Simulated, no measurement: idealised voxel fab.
Herein follows the process module entitled voxel wiring stack.
Cross-section cut: width 140 nm, square cells of 5 nm.
Cross-section layout: square cells on a grid; listed as bands, top to bottom; a band spans one or more cell rows. For a band, the entry starts with two heights in nm, that of the top and then that of the bottom, and carries on with the band's materials in order from left to right, each alongside its width in nm; the word "full width" beside a single material means it fills the band edge to edge, and "empty" means empty space. A quick word on heights: they are counted from 0, and under that level the wafer as it came to us is one material throughout. The lowest band is different from the rest in having no bottom; it simply continues downward, written as in "0 -> down". Per-row width for "30->40": begins at first number (top row of band), ends at second number (bottom row), increment between rows held constant. When a step is marked "remains unaltered", none of the cells in the cross-section changed during that step. "Closed void inventory" enumerates empty spaces isolated from the top, with no open way to it, that contain at least 8 cells, giving each as width x height at distance from the left edge, all three in nm. Where a step's line continues beyond its settings, the continuation is a remark by the simulator itself on that step. When a step includes a mask, the "overlay nm" setting on its line states how far to the right of its planned place that mask lay, and negative values state how far to the left. In what follows, pairs of cross-sections are presented, each taken before and after one process step, with the after cross-section shown only down to the lowest band that was altered; the step, together with its settings, is stated below the pair. The pairs may stem from different runs of this module on the same starting wafer; accordingly, a pair should be taken as continuing from the one above it solely where its entry headed "Cross-section, before" indicates as much.

[Cross-section, before]
* 0 -> down = Si full width
* Closed void inventory: none

[Post-Process Section]
* 15 -> 0 = SiO2 full width
* Below 0 it's all the same as before, nothing changed down there.
* Closed void inventory: none
In between the cross-sections above, the run called for op CONFORMAL_DEP | material SiO2 | thk nm 15

Cross-section, before: after-step cross-section of the pair just above applies.

[Post-Process Section]
* 20 -> 15 = TiN full width
* Below 15 it's all the same as before, nothing changed down there.
* Closed void inventory: none
In between the cross-sections above, the run called for op DIRECTIONAL_DEP | material TiN | thk nm 5

Cross-section, before: after-step cross-section of the pair just above applies.

[Post-Process Section]
* 35 -> 20 = W full width
* Below 20 it's all the same as before, nothing changed down there.
* Closed void inventory: none
In between the cross-sections above, the run called for op DIRECTIONAL_DEP | material W | thk nm 15

Cross-section, before: after-step cross-section of the pair just above applies.

[Post-Process Section]
* 55 -> 35 = empty (20) / resist (20) / empty (20) / resist (20) / empty (20) / resist (20) / empty (20)
* Below 35 it's all the same as before, nothing changed down there.
* Closed void inventory: none
In between the cross-sections above, the run called for op PATTERN | tone cover | mask id METAL_1 | material resist | width nm 20 | pitch nm 40 | thk nm 20 | overlay nm 0

Cross-section, before: after-step cross-section of the pair just above applies.

[Post-Process Section]
* 55 -> 35 = empty (20) / resist (20) / empty (20) / resist (20) / empty (20) / resist (20) / empty (20)
* 35 -> 20 = empty (20) / W (20) / empty (20) / W (20) / empty (20) / W (20) / empty (20)
* Below 20 it's all the same as before, nothing changed down there.
* Closed void inventory: none
In between the cross-sections above, the run called for op DIRECTIONAL_ETCH | etch materials W | depth nm 15

Cross-section, before: after-step cross-section of the pair just above applies.

[Post-Process Section]
* 55 -> 35 = empty (20) / resist (20) / empty (20) / resist (20) / empty (20) / resist (20) / empty (20)
* 35 -> 20 = empty (20) / W (20) / empty (20) / W (20) / empty (20) / W (20) / empty (20)
* 20 -> 15 = empty (20) / TiN (20) / empty (20) / TiN (20) / empty (20) / TiN (20) / empty (20)
* Below 15 it's all the same as before, nothing changed down there.
* Closed void inventory: none
In between the cross-sections above, the run called for op DIRECTIONAL_ETCH | etch materials TiN | depth nm 5

Cross-section, before: after-step cross-section of the pair just above applies.

[Post-Process Section]
* 35 -> 20 = empty (20) / W (20) / empty (20) / W (20) / empty (20) / W (20) / empty (20)
* Below 20 it's all the same as before, nothing changed down there.
* Closed void inventory: none
In between the cross-sections above, the run called for op STRIP | etch materials resist

Cross-section, before: after-step cross-section of the pair just above applies.

[Post-Process Section]
* 40 -> 35 = SiO2 full width
* 35 -> 20 = SiO2 (20) / W (20) / SiO2 (20) / W (20) / SiO2 (20) / W (20) / SiO2 (20)
* 20 -> 15 = SiO2 (20) / TiN (20) / SiO2 (20) / TiN (20) / SiO2 (20) / TiN (20) / SiO2 (20)
* Below 15 it's all the same as before, nothing changed down there.
* Closed void inventory: none
In between the cross-sections above, the run called for op FILL_DEP | material SiO2 | thk nm 5

Cross-section, before: after-step cross-section of the pair just above applies.

[Post-Process Section]
* 35 -> 20 = SiO2 (20) / W (20) / SiO2 (20) / W (20) / SiO2 (20) / W (20) / SiO2 (20)
* Below 20 it's all the same as before, nothing changed down there.
* Closed void inventory: none
In between the cross-sections above, the run called for op CMP | height nm 35

Cross-section, before: after-step cross-section of the pair just above applies.

[Post-Process Section]
* 40 -> 35 = SiCN full width
* Below 35 it's all the same as before, nothing changed down there.
* Closed void inventory: none
In between the cross-sections above, the run called for op CONFORMAL_DEP | material SiCN | thk nm 5

Cross-section, before: after-step cross-section of the pair just above applies.

[Post-Process Section]
* 75 -> 40 = lowk full width
* Below 40 it's all the same as before, nothing changed down there.
* Closed void inventory: none
In between the cross-sections above, the run called for op DIRECTIONAL_DEP | material lowk | thk nm 35

Cross-section, before: after-step cross-section of the pair just above applies.

[Post-Process Section]
* 75 -> 40 = lowk (20) / empty (15) / lowk (25) / empty (15) / lowk (25) / empty (15) / lowk (25)
* Below 40 it's all the same as before, nothing changed down there.
* Closed void inventory: none
In between the cross-sections above, the run called for op MASKED_ETCH | tone open | mask id METAL_2_HOLES | width nm 15 | pitch nm 40 | etch materials lowk | depth nm 35 | overlay nm 0

Cross-section, before: after-step cross-section of the pair just above applies.

[Post-Process Section]
* 90 -> 75 = resist (20) / empty (20) / resist (20) / empty (20) / resist (20) / empty (20) / resist (20)
* Below 75 it's all the same as before, nothing changed down there.
* Closed void inventory: none
In between the cross-sections above, the run called for op PATTERN | tone open | mask id METAL_2 | material resist | width nm 20 | pitch nm 40 | thk nm 15 | overlay nm 0

Cross-section, before: after-step cross-section of the pair just above applies.

[Post-Process Section]
* 90 -> 75 = resist (20) / empty (20) / resist (20) / empty (20) / resist (20) / empty (20) / resist (20)
* 75 -> 55 = lowk (20) / empty (20) / lowk (20) / empty (20) / lowk (20) / empty (20) / lowk (20)
* Below 55 it's all the same as before, nothing changed down there.
* Closed void inventory: none
In between the cross-sections above, the run called for op DIRECTIONAL_ETCH | etch materials lowk | depth nm 20

Cross-section, before: after-step cross-section of the pair just above applies.

[Post-Process Section]
* 90 -> 75 = resist (20) / empty (20) / resist (20) / empty (20) / resist (20) / empty (20) / resist (20)
* 75 -> 55 = lowk (20) / empty (20) / lowk (20) / empty (20) / lowk (20) / empty (20) / lowk (20)
* 55 -> 40 = lowk (20) / empty (15) / lowk (25) / empty (15) / lowk (25) / empty (15) / lowk (25)
* 40 -> 35 = SiCN (20) / empty (15) / SiCN (25) / empty (15) / SiCN (25) / empty (15) / SiCN (25)
* Below 35 it's all the same as before, nothing changed down there.
* Closed void inventory: none
In between the cross-sections above, the run called for op DIRECTIONAL_ETCH | etch materials SiCN | depth nm 5

Cross-section, before: after-step cross-section of the pair just above applies.

[Post-Process Section]
* 75 -> 55 = lowk (20) / empty (20) / lowk (20) / empty (20) / lowk (20) / empty (20) / lowk (20)
* Below 55 it's all the same as before, nothing changed down there.
* Closed void inventory: none
In between the cross-sections above, the run called for op STRIP | etch materials resist

Cross-section, before: after-step cross-section of the pair just above applies.

[Post-Process Section]
* 80 -> 75 = TiN (25) / empty (10) / TiN (30) / empty (10) / TiN (30) / empty (10) / TiN (25)
* 75 -> 60 = lowk (20) / TiN (5) / empty (10) / TiN (5) / lowk (20) / TiN (5) / empty (10) / TiN (5) / lowk (20) / TiN (5) / empty (10) / TiN (5) / lowk (20)
* 60 -> 55 = lowk (20) / TiN (5) / empty (5) / TiN (10) / lowk (20) / TiN (5) / empty (5) / TiN (10) / lowk (20) / TiN (5) / empty (5) / TiN (10) / lowk (20)
* 55 -> 40 = lowk (20) / TiN (5) / empty (5) / TiN (5) / lowk (25) / TiN (5) / empty (5) / TiN (5) / lowk (25) / TiN (5) / empty (5) / TiN (5) / lowk (25)
* 40 -> 35 = SiCN (20) / TiN (15) / SiCN (25) / TiN (15) / SiCN (25) / TiN (15) / SiCN (25)
* Below 35 it's all the same as before, nothing changed down there.
* Closed void inventory: none
In between the cross-sections above, the run called for op CONFORMAL_DEP | material TiN | thk nm 5

Cross-section, before: after-step cross-section of the pair just above applies.

[Post-Process Section]
* 85 -> 80 = Ru full width
* 80 -> 75 = TiN (25) / Ru (10) / TiN (30) / Ru (10) / TiN (30) / Ru (10) / TiN (25)
* 75 -> 60 = lowk (20) / TiN (5) / Ru (10) / TiN (5) / lowk (20) / TiN (5) / Ru (10) / TiN (5) / lowk (20) / TiN (5) / Ru (10) / TiN (5) / lowk (20)
* 60 -> 55 = lowk (20) / TiN (5) / Ru (5) / TiN (10) / lowk (20) / TiN (5) / Ru (5) / TiN (10) / lowk (20) / TiN (5) / Ru (5) / TiN (10) / lowk (20)
* 55 -> 40 = lowk (20) / TiN (5) / Ru (5) / TiN (5) / lowk (25) / TiN (5) / Ru (5) / TiN (5) / lowk (25) / TiN (5) / Ru (5) / TiN (5) / lowk (25)
* Below 40 it's all the same as before, nothing changed down there.
* Closed void inventory: none
In between the cross-sections above, the run called for op FILL_DEP | material Ru | thk nm 5

Cross-section, before: after-step cross-section of the pair just above applies.

[Post-Process Section]
* 75 -> 60 = lowk (20) / TiN (5) / Ru (10) / TiN (5) / lowk (20) / TiN (5) / Ru (10) / TiN (5) / lowk (20) / TiN (5) / Ru (10) / TiN (5) / lowk (20)
* Below 60 it's all the same as before, nothing changed down there.
* Closed void inventory: none
In between the cross-sections above, the run called for op CMP | height nm 75

Cross-section, before: after-step cross-section of the pair just above applies.

[Post-Process Section]
* 80 -> 75 = SiN full width
* Below 75 it's all the same as before, nothing changed down there.
* Closed void inventory: none
In between the cross-sections above, the run called for op CONFORMAL_DEP | material SiN | thk nm 5

[Cross-section, before]
* 15 -> 0 = SiO2 full width
* 0 -> down = Si full width
* Closed void inventory: none

[Post-Process Section]
* 30 -> 15 = W full width
* Below 15 it's all the same as before, nothing changed down there.
* Closed void inventory: none
In between the cross-sections above, the run called for op DIRECTIONAL_DEP | material W | thk nm 15

Cross-section, before: after-step cross-section of the pair just above applies.

[Post-Process Section]
* 50 -> 30 = empty (20) / resist (20) / empty (20) / resist (20) / empty (20) / resist (20) / empty (20)
* Below 30 it's all the same as before, nothing changed down there.
* Closed void inventory: none
In between the cross-sections above, the run called for op PATTERN | tone cover | mask id METAL_1 | material resist | width nm 20 | pitch nm 40 | thk nm 20 | overlay nm 0

Cross-section, before: after-step cross-section of the pair just above applies.

[Post-Process Section]
* 50 -> 30 = empty (20) / resist (20) / empty (20) / resist (20) / empty (20) / resist (20) / empty (20)
* 30 -> 15 = empty (20) / W (20) / empty (20) / W (20) / empty (20) / W (20) / empty (20)
* Below 15 it's all the same as before, nothing changed down there.
* Closed void inventory: none
In between the cross-sections above, the run called for op DIRECTIONAL_ETCH | etch materials W | depth nm 15

Cross-section, before: after-step cross-section of the pair just above applies.

[Post-Process Section]
* 30 -> 15 = empty (20) / W (20) / empty (20) / W (20) / empty (20) / W (20) / empty (20)
* Below 15 it's all the same as before, nothing changed down there.
* Closed void inventory: none
In between the cross-sections above, the run called for op STRIP | etch materials resist

Cross-section, before: after-step cross-section of the pair just above applies.

[Post-Process Section]
* 35 -> 30 = SiO2 full width
* 30 -> 15 = SiO2 (20) / W (20) / SiO2 (20) / W (20) / SiO2 (20) / W (20) / SiO2 (20)
* Below 15 it's all the same as before, nothing changed down there.
* Closed void inventory: none
In between the cross-sections above, the run called for op FILL_DEP | material SiO2 | thk nm 5

Cross-section, before: after-step cross-section of the pair just above applies.

[Post-Process Section]
* 40 -> 35 = SiCN full width
* Below 35 it's all the same as before, nothing changed down there.
* Closed void inventory: none
In between the cross-sections above, the run called for op CONFORMAL_DEP | material SiCN | thk nm 5

Cross-section, before: after-step cross-section of the pair just above applies.

[Post-Process Section]
* 75 -> 40 = lowk full width
* Below 40 it's all the same as before, nothing changed down there.
* Closed void inventory: none
In between the cross-sections above, the run called for op DIRECTIONAL_DEP | material lowk | thk nm 35

Cross-section, before: after-step cross-section of the pair just above applies.

[Post-Process Section]
* 75 -> 40 = lowk (20) / empty (15) / lowk (25) / empty (15) / lowk (25) / empty (15) / lowk (25)
* Below 40 it's all the same as before, nothing changed down there.
* Closed void inventory: none
In between the cross-sections above, the run called for op MASKED_ETCH | tone open | mask id METAL_2_HOLES | width nm 15 | pitch nm 40 | etch materials lowk | depth nm 35 | overlay nm 0

Cross-section, before: after-step cross-section of the pair just above applies.

[Post-Process Section]
* 90 -> 75 = resist (20) / empty (20) / resist (20) / empty (20) / resist (20) / empty (20) / resist (20)
* Below 75 it's all the same as before, nothing changed down there.
* Closed void inventory: none
In between the cross-sections above, the run called for op PATTERN | tone open | mask id METAL_2 | material resist | width nm 20 | pitch nm 40 | thk nm 15 | overlay nm 0

Cross-section, before: after-step cross-section of the pair just above applies.

[Post-Process Section]
* 90 -> 75 = resist (20) / empty (20) / resist (20) / empty (20) / resist (20) / empty (20) / resist (20)
* 75 -> 55 = lowk (20) / empty (20) / lowk (20) / empty (20) / lowk (20) / empty (20) / lowk (20)
* Below 55 it's all the same as before, nothing changed down there.
* Closed void inventory: none
In between the cross-sections above, the run called for op DIRECTIONAL_ETCH | etch materials lowk | depth nm 20

Cross-section, before: after-step cross-section of the pair just above applies.

[Post-Process Section]
* 90 -> 75 = resist (20) / empty (20) / resist (20) / empty (20) / resist (20) / empty (20) / resist (20)
* 75 -> 55 = lowk (20) / empty (20) / lowk (20) / empty (20) / lowk (20) / empty (20) / lowk (20)
* 55 -> 40 = lowk (20) / empty (15) / lowk (25) / empty (15) / lowk (25) / empty (15) / lowk (25)
* 40 -> 35 = SiCN (20) / empty (15) / SiCN (25) / empty (15) / SiCN (25) / empty (15) / SiCN (25)
* Below 35 it's all the same as before, nothing changed down there.
* Closed void inventory: none
In between the cross-sections above, the run called for op DIRECTIONAL_ETCH | etch materials SiCN | depth nm 5

Cross-section, before: after-step cross-section of the pair just above applies.

[Post-Process Section]
* 75 -> 55 = lowk (20) / empty (20) / lowk (20) / empty (20) / lowk (20) / empty (20) / lowk (20)
* Below 55 it's all the same as before, nothing changed down there.
* Closed void inventory: none
In between the cross-sections above, the run called for op STRIP | etch materials resist

Cross-section, before: after-step cross-section of the pair just above applies.

[Post-Process Section]
* 80 -> 75 = TiN (25) / empty (10) / TiN (30) / empty (10) / TiN (30) / empty (10) / TiN (25)
* 75 -> 60 = lowk (20) / TiN (5) / empty (10) / TiN (5) / lowk (20) / TiN (5) / empty (10) / TiN (5) / lowk (20) / TiN (5) / empty (10) / TiN (5) / lowk (20)
* 60 -> 55 = lowk (20) / TiN (5) / empty (5) / TiN (10) / lowk (20) / TiN (5) / empty (5) / TiN (10) / lowk (20) / TiN (5) / empty (5) / TiN (10) / lowk (20)
* 55 -> 40 = lowk (20) / TiN (5) / empty (5) / TiN (5) / lowk (25) / TiN (5) / empty (5) / TiN (5) / lowk (25) / TiN (5) / empty (5) / TiN (5) / lowk (25)
* 40 -> 35 = SiCN (20) / TiN (15) / SiCN (25) / TiN (15) / SiCN (25) / TiN (15) / SiCN (25)
* Below 35 it's all the same as before, nothing changed down there.
* Closed void inventory: none
In between the cross-sections above, the run called for op CONFORMAL_DEP | material TiN | thk nm 5

Cross-section, before: after-step cross-section of the pair just above applies.

[Post-Process Section]
* 85 -> 80 = Ru full width
* 80 -> 75 = TiN (25) / Ru (10) / TiN (30) / Ru (10) / TiN (30) / Ru (10) / TiN (25)
* 75 -> 60 = lowk (20) / TiN (5) / Ru (10) / TiN (5) / lowk (20) / TiN (5) / Ru (10) / TiN (5) / lowk (20) / TiN (5) / Ru (10) / TiN (5) / lowk (20)
* 60 -> 55 = lowk (20) / TiN (5) / Ru (5) / TiN (10) / lowk (20) / TiN (5) / Ru (5) / TiN (10) / lowk (20) / TiN (5) / Ru (5) / TiN (10) / lowk (20)
* 55 -> 40 = lowk (20) / TiN (5) / Ru (5) / TiN (5) / lowk (25) / TiN (5) / Ru (5) / TiN (5) / lowk (25) / TiN (5) / Ru (5) / TiN (5) / lowk (25)
* Below 40 it's all the same as before, nothing changed down there.
* Closed void inventory: none
In between the cross-sections above, the run called for op FILL_DEP | material Ru | thk nm 5

Cross-section, before: after-step cross-section of the pair just above applies.

[Post-Process Section]
* 75 -> 60 = lowk (20) / TiN (5) / Ru (10) / TiN (5) / lowk (20) / TiN (5) / Ru (10) / TiN (5) / lowk (20) / TiN (5) / Ru (10) / TiN (5) / lowk (20)
* Below 60 it's all the same as before, nothing changed down there.
* Closed void inventory: none
In between the cross-sections above, the run called for op CMP | height nm 75

Cross-section, before: after-step cross-section of the pair just above applies.

[Post-Process Section]
* 80 -> 75 = SiN full width
* Below 75 it's all the same as before, nothing changed down there.
* Closed void inventory: none
In between the cross-sections above, the run called for op CONFORMAL_DEP | material SiN | thk nm 5

[Cross-section, before]
* 15 -> 0 = SiO2 full width
* 0 -> down = Si full width
* Closed void inventory: none

[Post-Process Section]
* 30 -> 0 = SiO2 full width
* Below 0 it's all the same as before, nothing changed down there.
* Closed void inventory: none
In between the cross-sections above, the run called for op CONFORMAL_DEP | material SiO2 | thk nm 15

Cross-section, before: after-step cross-section of the pair just above applies.

[Post-Process Section]
* 35 -> 30 = TiN full width
* Below 30 it's all the same as before, nothing changed down there.
* Closed void inventory: none
In between the cross-sections above, the run called for op DIRECTIONAL_DEP | material TiN | thk nm 5

Cross-section, before: after-step cross-section of the pair just above applies.

[Post-Process Section]
* 50 -> 35 = W full width
* Below 35 it's all the same as before, nothing changed down there.
* Closed void inventory: none
In between the cross-sections above, the run called for op DIRECTIONAL_DEP | material W | thk nm 15

Cross-section, before: after-step cross-section of the pair just above applies.

[Post-Process Section]
* 70 -> 50 = empty (20) / resist (20) / empty (20) / resist (20) / empty (20) / resist (20) / empty (20)
* Below 50 it's all the same as before, nothing changed down there.
* Closed void inventory: none
In between the cross-sections above, the run called for op PATTERN | tone cover | mask id METAL_1 | material resist | width nm 20 | pitch nm 40 | thk nm 20 | overlay nm 0

Cross-section, before: after-step cross-section of the pair just above applies.

[Post-Process Section]
* 70 -> 50 = empty (20) / resist (20) / empty (20) / resist (20) / empty (20) / resist (20) / empty (20)
* 50 -> 35 = empty (20) / W (20) / empty (20) / W (20) / empty (20) / W (20) / empty (20)
* Below 35 it's all the same as before, nothing changed down there.
* Closed void inventory: none
In between the cross-sections above, the run called for op DIRECTIONAL_ETCH | etch materials W | depth nm 15

Cross-section, before: after-step cross-section of the pair just above applies.

[Post-Process Section]
* 70 -> 50 = empty (20) / resist (20) / empty (20) / resist (20) / empty (20) / resist (20) / empty (20)
* 50 -> 35 = empty (20) / W (20) / empty (20) / W (20) / empty (20) / W (20) / empty (20)
* 35 -> 30 = empty (20) / TiN (20) / empty (20) / TiN (20) / empty (20) / TiN (20) / empty (20)
* Below 30 it's all the same as before, nothing changed down there.
* Closed void inventory: none
In between the cross-sections above, the run called for op DIRECTIONAL_ETCH | etch materials TiN | depth nm 5

Cross-section, before: after-step cross-section of the pair just above applies.

[Post-Process Section]
* 50 -> 35 = empty (20) / W (20) / empty (20) / W (20) / empty (20) / W (20) / empty (20)
* Below 35 it's all the same as before, nothing changed down there.
* Closed void inventory: none
In between the cross-sections above, the run called for op STRIP | etch materials resist

Cross-section, before: after-step cross-section of the pair just above applies.

[Post-Process Section]
* 55 -> 50 = SiO2 full width
* 50 -> 35 = SiO2 (20) / W (20) / SiO2 (20) / W (20) / SiO2 (20) / W (20) / SiO2 (20)
* 35 -> 30 = SiO2 (20) / TiN (20) / SiO2 (20) / TiN (20) / SiO2 (20) / TiN (20) / SiO2 (20)
* Below 30 it's all the same as before, nothing changed down there.
* Closed void inventory: none
In between the cross-sections above, the run called for op FILL_DEP | material SiO2 | thk nm 5

Cross-section, before: after-step cross-section of the pair just above applies.

[Post-Process Section]
* 35 -> 30 = SiO2 (20) / TiN (20) / SiO2 (20) / TiN (20) / SiO2 (20) / TiN (20) / SiO2 (20)
* Below 30 it's all the same as before, nothing changed down there.
* Closed void inventory: none
In between the cross-sections above, the run called for op CMP | height nm 35

Cross-section, before: after-step cross-section of the pair just above applies.

[Post-Process Section]
* 40 -> 35 = SiCN full width
* Below 35 it's all the same as before, nothing changed down there.
* Closed void inventory: none
In between the cross-sections above, the run called for op CONFORMAL_DEP | material SiCN | thk nm 5

Cross-section, before: after-step cross-section of the pair just above applies.

[Post-Process Section]
* 75 -> 40 = lowk full width
* Below 40 it's all the same as before, nothing changed down there.
* Closed void inventory: none
In between the cross-sections above, the run called for op DIRECTIONAL_DEP | material lowk | thk nm 35

Cross-section, before: after-step cross-section of the pair just above applies.

[Post-Process Section]
* 75 -> 40 = lowk (20) / empty (15) / lowk (25) / empty (15) / lowk (25) / empty (15) / lowk (25)
* Below 40 it's all the same as before, nothing changed down there.
* Closed void inventory: none
In between the cross-sections above, the run called for op MASKED_ETCH | tone open | mask id METAL_2_HOLES | width nm 15 | pitch nm 40 | etch materials lowk | depth nm 35 | overlay nm 0

Cross-section, before: after-step cross-section of the pair just above applies.

[Post-Process Section]
* 90 -> 75 = resist (20) / empty (20) / resist (20) / empty (20) / resist (20) / empty (20) / resist (20)
* Below 75 it's all the same as before, nothing changed down there.
* Closed void inventory: none
In between the cross-sections above, the run called for op PATTERN | tone open | mask id METAL_2 | material resist | width nm 20 | pitch nm 40 | thk nm 15 | overlay nm 0

Cross-section, before: after-step cross-section of the pair just above applies.

[Post-Process Section]
* 90 -> 75 = resist (20) / empty (20) / resist (20) / empty (20) / resist (20) / empty (20) / resist (20)
* 75 -> 55 = lowk (20) / empty (20) / lowk (20) / empty (20) / lowk (20) / empty (20) / lowk (20)
* Below 55 it's all the same as before, nothing changed down there.
* Closed void inventory: none
In between the cross-sections above, the run called for op DIRECTIONAL_ETCH | etch materials lowk | depth nm 20

Cross-section, before: after-step cross-section of the pair just above applies.

[Post-Process Section]
* 90 -> 75 = resist (20) / empty (20) / resist (20) / empty (20) / resist (20) / empty (20) / resist (20)
* 75 -> 55 = lowk (20) / empty (20) / lowk (20) / empty (20) / lowk (20) / empty (20) / lowk (20)
* 55 -> 40 = lowk (20) / empty (15) / lowk (25) / empty (15) / lowk (25) / empty (15) / lowk (25)
* 40 -> 35 = SiCN (20) / empty (15) / SiCN (25) / empty (15) / SiCN (25) / empty (15) / SiCN (25)
* Below 35 it's all the same as before, nothing changed down there.
* Closed void inventory: none
In between the cross-sections above, the run called for op DIRECTIONAL_ETCH | etch materials SiCN | depth nm 5

Cross-section, before: after-step cross-section of the pair just above applies.

[Post-Process Section]
* 75 -> 55 = lowk (20) / empty (20) / lowk (20) / empty (20) / lowk (20) / empty (20) / lowk (20)
* Below 55 it's all the same as before, nothing changed down there.
* Closed void inventory: none
In between the cross-sections above, the run called for op STRIP | etch materials resist

Cross-section, before: after-step cross-section of the pair just above applies.

[Post-Process Section]
* 80 -> 75 = TiN (25) / empty (10) / TiN (30) / empty (10) / TiN (30) / empty (10) / TiN (25)
* 75 -> 60 = lowk (20) / TiN (5) / empty (10) / TiN (5) / lowk (20) / TiN (5) / empty (10) / TiN (5) / lowk (20) / TiN (5) / empty (10) / TiN (5) / lowk (20)
* 60 -> 55 = lowk (20) / TiN (5) / empty (5) / TiN (10) / lowk (20) / TiN (5) / empty (5) / TiN (10) / lowk (20) / TiN (5) / empty (5) / TiN (10) / lowk (20)
* 55 -> 40 = lowk (20) / TiN (5) / empty (5) / TiN (5) / lowk (25) / TiN (5) / empty (5) / TiN (5) / lowk (25) / TiN (5) / empty (5) / TiN (5) / lowk (25)
* 40 -> 35 = SiCN (20) / TiN (15) / SiCN (25) / TiN (15) / SiCN (25) / TiN (15) / SiCN (25)
* Below 35 it's all the same as before, nothing changed down there.
* Closed void inventory: none
In between the cross-sections above, the run called for op CONFORMAL_DEP | material TiN | thk nm 5

Cross-section, before: after-step cross-section of the pair just above applies.

[Post-Process Section]
* 85 -> 80 = Ru full width
* 80 -> 75 = TiN (25) / Ru (10) / TiN (30) / Ru (10) / TiN (30) / Ru (10) / TiN (25)
* 75 -> 60 = lowk (20) / TiN (5) / Ru (10) / TiN (5) / lowk (20) / TiN (5) / Ru (10) / TiN (5) / lowk (20) / TiN (5) / Ru (10) / TiN (5) / lowk (20)
* 60 -> 55 = lowk (20) / TiN (5) / Ru (5) / TiN (10) / lowk (20) / TiN (5) / Ru (5) / TiN (10) / lowk (20) / TiN (5) / Ru (5) / TiN (10) / lowk (20)
* 55 -> 40 = lowk (20) / TiN (5) / Ru (5) / TiN (5) / lowk (25) / TiN (5) / Ru (5) / TiN (5) / lowk (25) / TiN (5) / Ru (5) / TiN (5) / lowk (25)
* Below 40 it's all the same as before, nothing changed down there.
* Closed void inventory: none
In between the cross-sections above, the run called for op FILL_DEP | material Ru | thk nm 5

Cross-section, before: after-step cross-section of the pair just above applies.

[Post-Process Section]
* 75 -> 60 = lowk (20) / TiN (5) / Ru (10) / TiN (5) / lowk (20) / TiN (5) / Ru (10) / TiN (5) / lowk (20) / TiN (5) / Ru (10) / TiN (5) / lowk (20)
* Below 60 it's all the same as before, nothing changed down there.
* Closed void inventory: none
In between the cross-sections above, the run called for op CMP | height nm 75

Cross-section, before: after-step cross-section of the pair just above applies.

[Post-Process Section]
* 80 -> 75 = SiN full width
* Below 75 it's all the same as before, nothing changed down there.
* Closed void inventory: none
In between the cross-sections above, the run called for op CONFORMAL_DEP | material SiN | thk nm 5

[Cross-section, before]
* 35 -> 20 = SiO2 (20) / W (20) / SiO2 (20) / W (20) / SiO2 (20) / W (20) / SiO2 (20)
* 20 -> 15 = SiO2 (20) / TiN (20) / SiO2 (20) / TiN (20) / SiO2 (20) / TiN (20) / SiO2 (20)
* 15 -> 0 = SiO2 full width
* 0 -> down = Si full width
* Closed void inventory: none

[Post-Process Section]
* 70 -> 35 = lowk full width
* Below 35 it's all the same as before, nothing changed down there.
* Closed void inventory: none
In between the cross-sections above, the run called for op DIRECTIONAL_DEP | material lowk | thk nm 35

Cross-section, before: after-step cross-section of the pair just above applies.

[Post-Process Section]
* 75 -> 70 = SiCN full width
* Below 70 it's all the same as before, nothing changed down there.
* Closed void inventory: none
In between the cross-sections above, the run called for op CONFORMAL_DEP | material SiCN | thk nm 5

Cross-section, before: after-step cross-section of the pair just above applies.

[Post-Process Section]
* 90 -> 75 = resist (20) / empty (20) / resist (20) / empty (20) / resist (20) / empty (20) / resist (20)
* Below 75 it's all the same as before, nothing changed down there.
* Closed void inventory: none
In between the cross-sections above, the run called for op PATTERN | tone open | mask id METAL_2 | material resist | width nm 20 | pitch nm 40 | thk nm 15 | overlay nm 0

Cross-section, before: after-step cross-section of the pair just above applies.

[Post-Process Section]
* 90 -> 75 = resist (20) / empty (20) / resist (20) / empty (20) / resist (20) / empty (20) / resist (20)
* 75 -> 70 = SiCN (20) / empty (20) / SiCN (20) / empty (20) / SiCN (20) / empty (20) / SiCN (20)
* Below 70 it's all the same as before, nothing changed down there.
* Closed void inventory: none
In between the cross-sections above, the run called for op DIRECTIONAL_ETCH | etch materials SiCN | depth nm 5

Cross-section, before: after-step cross-section of the pair just above applies.

[Post-Process Section]
* 75 -> 70 = SiCN (20) / empty (20) / SiCN (20) / empty (20) / SiCN (20) / empty (20) / SiCN (20)
* Below 70 it's all the same as before, nothing changed down there.
* Closed void inventory: none
In between the cross-sections above, the run called for op STRIP | etch materials resist

Cross-section, before: after-step cross-section of the pair just above applies.

[Post-Process Section]
* 80 -> 75 = TiN (25) / empty (10) / TiN (30) / empty (10) / TiN (30) / empty (10) / TiN (25)
* 75 -> 70 = SiCN (20) / TiN (20) / SiCN (20) / TiN (20) / SiCN (20) / TiN (20) / SiCN (20)
* Below 70 it's all the same as before, nothing changed down there.
* Closed void inventory: none
In between the cross-sections above, the run called for op CONFORMAL_DEP | material TiN | thk nm 5

Cross-section, before: after-step cross-section of the pair just above applies.

[Post-Process Section]
* 85 -> 80 = Ru full width
* 80 -> 75 = TiN (25) / Ru (10) / TiN (30) / Ru (10) / TiN (30) / Ru (10) / TiN (25)
* Below 75 it's all the same as before, nothing changed down there.
* Closed void inventory: none
In between the cross-sections above, the run called for op FILL_DEP | material Ru | thk nm 5

Cross-section, before: after-step cross-section of the pair just above applies.

[Post-Process Section]
* 75 -> 70 = SiCN (20) / TiN (20) / SiCN (20) / TiN (20) / SiCN (20) / TiN (20) / SiCN (20)
* Below 70 it's all the same as before, nothing changed down there.
* Closed void inventory: none
In between the cross-sections above, the run called for op CMP | height nm 75

Cross-section, before: after-step cross-section of the pair just above applies.

[Post-Process Section]
* 80 -> 75 = SiN full width
* Below 75 it's all the same as before, nothing changed down there.
* Closed void inventory: none
In between the cross-sections above, the run called for op CONFORMAL_DEP | material SiN | thk nm 5

[Cross-section, before]
* 85 -> 80 = Ru full width
* 80 -> 75 = TiN (25) / Ru (10) / TiN (30) / Ru (10) / TiN (30) / Ru (10) / TiN (25)
* 75 -> 60 = lowk (20) / TiN (5) / Ru (10) / TiN (5) / lowk (20) / TiN (5) / Ru (10) / TiN (5) / lowk (20) / TiN (5) / Ru (10) / TiN (5) / lowk (20)
* 60 -> 55 = lowk (20) / TiN (5) / Ru (5) / TiN (10) / lowk (20) / TiN (5) / Ru (5) / TiN (10) / lowk (20) / TiN (5) / Ru (5) / TiN (10) / lowk (20)
* 55 -> 40 = lowk (20) / TiN (5) / Ru (5) / TiN (5) / lowk (25) / TiN (5) / Ru (5) / TiN (5) / lowk (25) / TiN (5) / Ru (5) / TiN (5) / lowk (25)
* 40 -> 35 = SiCN (20) / TiN (15) / SiCN (25) / TiN (15) / SiCN (25) / TiN (15) / SiCN (25)
* 35 -> 20 = SiO2 (20) / W (20) / SiO2 (20) / W (20) / SiO2 (20) / W (20) / SiO2 (20)
* 20 -> 15 = SiO2 (20) / TiN (20) / SiO2 (20) / TiN (20) / SiO2 (20) / TiN (20) / SiO2 (20)
* 15 -> 0 = SiO2 full width
* 0 -> down = Si full width
* Closed void inventory: none

[Post-Process Section]
* 80 -> 75 = TiN (25) / Ru (10) / TiN (30) / Ru (10) / TiN (30) / Ru (10) / TiN (25)
* Below 75 it's all the same as before, nothing changed down there.
* Closed void inventory: none
In between the cross-sections above, the run called for op CMP | height nm 80
